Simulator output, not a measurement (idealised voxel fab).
Herein follows the process module entitled voxel trench capacitor.
250 nm wide, 5 nm square cells: that's cross-section cut.
For the purposes of this document, a cross-section shall be understood as a grid of square cells, specified as bands listed in top-to-bottom order, each band consisting of one or more rows of cells.
Within each band entry, the heights of the top and of the bottom of the band appear first, in that order and in nm; the materials of the band then follow from left to right, each with its corresponding width in nm. The designation "throughout" on a single material indicates that it fills the band from edge to edge; the designation "blank" indicates empty space.
Basically, 0 is our baseline, since under it the wafer straight out of the box is all one material. The bottom band has no lower end and keeps on going down, so it looks like "0 -> down".
Width "30->40": first value at the band's top row of cells, second value at its bottom row, equal change from row to row.
"no modifications" for a step: no cell of the cross-section changed in that step.
Entry "Closed internal voids" = empty spaces >= 8 cells with no open way to the top; each as width x height at distance, distance from left edge, all nm.
If you see something after the settings on a step's line, that's the simulator's own remark about that step.
overlay nm: mask offset rightward from planned place, masked step; negative means leftward offset.

## The planned process steps are enumerated hereunder
- 1: RECEIVE | material Si
- 2: CONFORMAL_DEP | material SiN | thk nm 10
- 3: PATTERN | tone open | mask id TRENCH | material resist | width nm 30 | pitch nm 55 | thk nm 15 | overlay nm 0
- 4: DIRECTIONAL_ETCH | etch materials SiN | depth nm 10
- 5: DIRECTIONAL_ETCH | etch materials Si | depth nm 40
- 6: STRIP | etch materials resist
- 7: CONFORMAL_DEP | material Al2O3 | thk nm 5
- 8: CONFORMAL_DEP | material TiN | thk nm 5
- 9: FILL_DEP | material W | thk nm 5
- 10: CMP | height nm 10

## Received-state cross-section, reflecting completion of step 1
0 -> down | Si throughout
Closed internal voids: none

## First wafer of two, sectioned at end of module; run went per plan
10 -> 0 | 25 of SiN | 5 of Al2O3 | 5 of TiN | 10 of W | 5 of TiN | 5 of Al2O3 | 25 of SiN | 5 of Al2O3 | 5 of TiN | 10 of W | 5 of TiN | 5 of Al2O3 | 25 of SiN | 5 of Al2O3 | 5 of TiN | 10 of W | 5 of TiN | 5 of Al2O3 | 25 of SiN | 5 of Al2O3 | 5 of TiN | 10 of W | 5 of TiN | 5 of Al2O3 | 30 of SiN
0 -> -30 | 25 of Si | 5 of Al2O3 | 5 of TiN | 10 of W | 5 of TiN | 5 of Al2O3 | 25 of Si | 5 of Al2O3 | 5 of TiN | 10 of W | 5 of TiN | 5 of Al2O3 | 25 of Si | 5 of Al2O3 | 5 of TiN | 10 of W | 5 of TiN | 5 of Al2O3 | 25 of Si | 5 of Al2O3 | 5 of TiN | 10 of W | 5 of TiN | 5 of Al2O3 | 30 of Si
-30 -> -35 | 25 of Si | 5 of Al2O3 | 20 of TiN | 5 of Al2O3 | 25 of Si | 5 of Al2O3 | 20 of TiN | 5 of Al2O3 | 25 of Si | 5 of Al2O3 | 20 of TiN | 5 of Al2O3 | 25 of Si | 5 of Al2O3 | 20 of TiN | 5 of Al2O3 | 30 of Si
-35 -> -40 | 25 of Si | 30 of Al2O3 | 25 of Si | 30 of Al2O3 | 25 of Si | 30 of Al2O3 | 25 of Si | 30 of Al2O3 | 30 of Si
-40 -> down | Si throughout
Closed internal voids: none

## Now the second wafer, cross-sectioned at the end of the module. Nothing different at the start, nothing different in the plan compared with the first, just one mistake when it was actually run
10 -> 0 | 15 of W | 5 of TiN | 5 of Al2O3 | 30 of SiN | 5 of Al2O3 | 5 of TiN | 5 of W | 5 of TiN | 5 of Al2O3 | 30 of SiN | 5 of Al2O3 | 5 of TiN | 5 of W | 5 of TiN | 5 of Al2O3 | 30 of SiN | 5 of Al2O3 | 5 of TiN | 5 of W | 5 of TiN | 5 of Al2O3 | 30 of SiN | 5 of Al2O3 | 5 of TiN | 20 of W
0 -> -30 | 15 of W | 5 of TiN | 5 of Al2O3 | 30 of Si | 5 of Al2O3 | 5 of TiN | 5 of W | 5 of TiN | 5 of Al2O3 | 30 of Si | 5 of Al2O3 | 5 of TiN | 5 of W | 5 of TiN | 5 of Al2O3 | 30 of Si | 5 of Al2O3 | 5 of TiN | 5 of W | 5 of TiN | 5 of Al2O3 | 30 of Si | 5 of Al2O3 | 5 of TiN | 20 of W
-30 -> -35 | 20 of TiN | 5 of Al2O3 | 30 of Si | 5 of Al2O3 | 15 of TiN | 5 of Al2O3 | 30 of Si | 5 of Al2O3 | 15 of TiN | 5 of Al2O3 | 30 of Si | 5 of Al2O3 | 15 of TiN | 5 of Al2O3 | 30 of Si | 5 of Al2O3 | 25 of TiN
-35 -> -40 | 25 of Al2O3 | 30 of Si | 25 of Al2O3 | 30 of Si | 25 of Al2O3 | 30 of Si | 25 of Al2O3 | 30 of Si | 30 of Al2O3
-40 -> down | Si throughout
Closed internal voids: none
What was the processing mistake? step 3 ran as: PATTERN | tone cover | mask id TRENCH | material resist | width nm 30 | pitch nm 55 | thk nm 15 | overlay nm 0
Once processing is complete, comparing cell counts shows that the second wafer has more or fewer of certain materials than the first: 2 more of Al2O3, 16 fewer of Si, 4 fewer of SiN, 2 more of TiN, 16 more of W
